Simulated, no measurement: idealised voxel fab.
process module | voxel trench capacitor
cross-section cut | 240 nm wide | cells 5 nm
A cross-section is a grid of square cells, given in bands from the top down. A band is one or more rows of cells.
Each band's line starts with the height of the band's top and of its bottom, in nm. Then come its materials from left to right, each with its width in nm. One material with "throughout" fills the band from edge to edge. "air" is empty space.
Height 0 is the level under which the wafer as received is all one material. The lowest band goes on downwards, as in "0 down".
A width such as "30 to 40" changes by the same amount from each row of cells to the next, from the band's top row to its bottom row.
"no change" after a step means that no cell of the cross-section changed.
closed voids: empty space of 8 cells or more with no open way to the top, each as width x height at its distance from the left edge, in nm
after a step's settings: what the simulator itself notes on the step
overlay nm, on a step with a mask: how far to the right of its planned place the mask lay; to the left if negative
plan
1 op RECEIVE | material Si
2 op CONFORMAL_DEP | material SiN | thk nm 10
3 op MASKED_ETCH | tone open | mask id TRENCH | width nm 25 | pitch nm 40 | etch materials SiN | depth nm 10 | overlay nm 0
4 op MASKED_ETCH | tone open | mask id TRENCH | width nm 25 | pitch nm 40 | etch materials Si | depth nm 25 | overlay nm 0
5 op CONFORMAL_DEP | material Al2O3 | thk nm 5
6 op CONFORMAL_DEP | material TiN | thk nm 5
7 op FILL_DEP | material W | thk nm 10
8 op CMP | height nm 10
as received, after step 1
  0 down: Si throughout
  closed voids: none
first wafer at the end, as planned
  10 to 0: SiN 45 | Al2O3 5 | TiN 5 | W 5 | TiN 5 | Al2O3 5 | SiN 15 | Al2O3 5 | TiN 5 | W 5 | TiN 5 | Al2O3 5 | SiN 15 | Al2O3 5 | TiN 5 | W 5 | TiN 5 | Al2O3 5 | SiN 15 | Al2O3 5 | TiN 5 | W 5 | TiN 5 | Al2O3 5 | SiN 50
  0 to -15: Si 45 | Al2O3 5 | TiN 5 | W 5 | TiN 5 | Al2O3 5 | Si 15 | Al2O3 5 | TiN 5 | W 5 | TiN 5 | Al2O3 5 | Si 15 | Al2O3 5 | TiN 5 | W 5 | TiN 5 | Al2O3 5 | Si 15 | Al2O3 5 | TiN 5 | W 5 | TiN 5 | Al2O3 5 | Si 50
  -15 to -20: Si 45 | Al2O3 5 | TiN 15 | Al2O3 5 | Si 15 | Al2O3 5 | TiN 15 | Al2O3 5 | Si 15 | Al2O3 5 | TiN 15 | Al2O3 5 | Si 15 | Al2O3 5 | TiN 15 | Al2O3 5 | Si 50
  -20 to -25: Si 45 | Al2O3 25 | Si 15 | Al2O3 25 | Si 15 | Al2O3 25 | Si 15 | Al2O3 25 | Si 50
  -25 down: Si throughout
  closed voids: none
second wafer at the end: like start, like plan, one mistake
  10 to 5: TiN 40 | Al2O3 5 | SiN 25 | Al2O3 5 | TiN 5 | Al2O3 5 | SiN 25 | Al2O3 5 | TiN 5 | Al2O3 5 | SiN 25 | Al2O3 5 | TiN 5 | Al2O3 5 | SiN 25 | Al2O3 5 | TiN 45
  5 to 0: Al2O3 45 | SiN 25 | Al2O3 15 | SiN 25 | Al2O3 15 | SiN 25 | Al2O3 15 | SiN 25 | Al2O3 50
  0 down: Si throughout
  closed voids: none
what went wrong: step 3 ran as: op MASKED_ETCH | tone cover | mask id TRENCH | width nm 25 | pitch nm 40 | etch materials SiN | depth nm 10 | overlay nm 0
at the end the second wafer has, in cells: 32 fewer of Al2O3 | 100 more of Si | 16 fewer of SiN | 32 fewer of TiN | 20 fewer of W
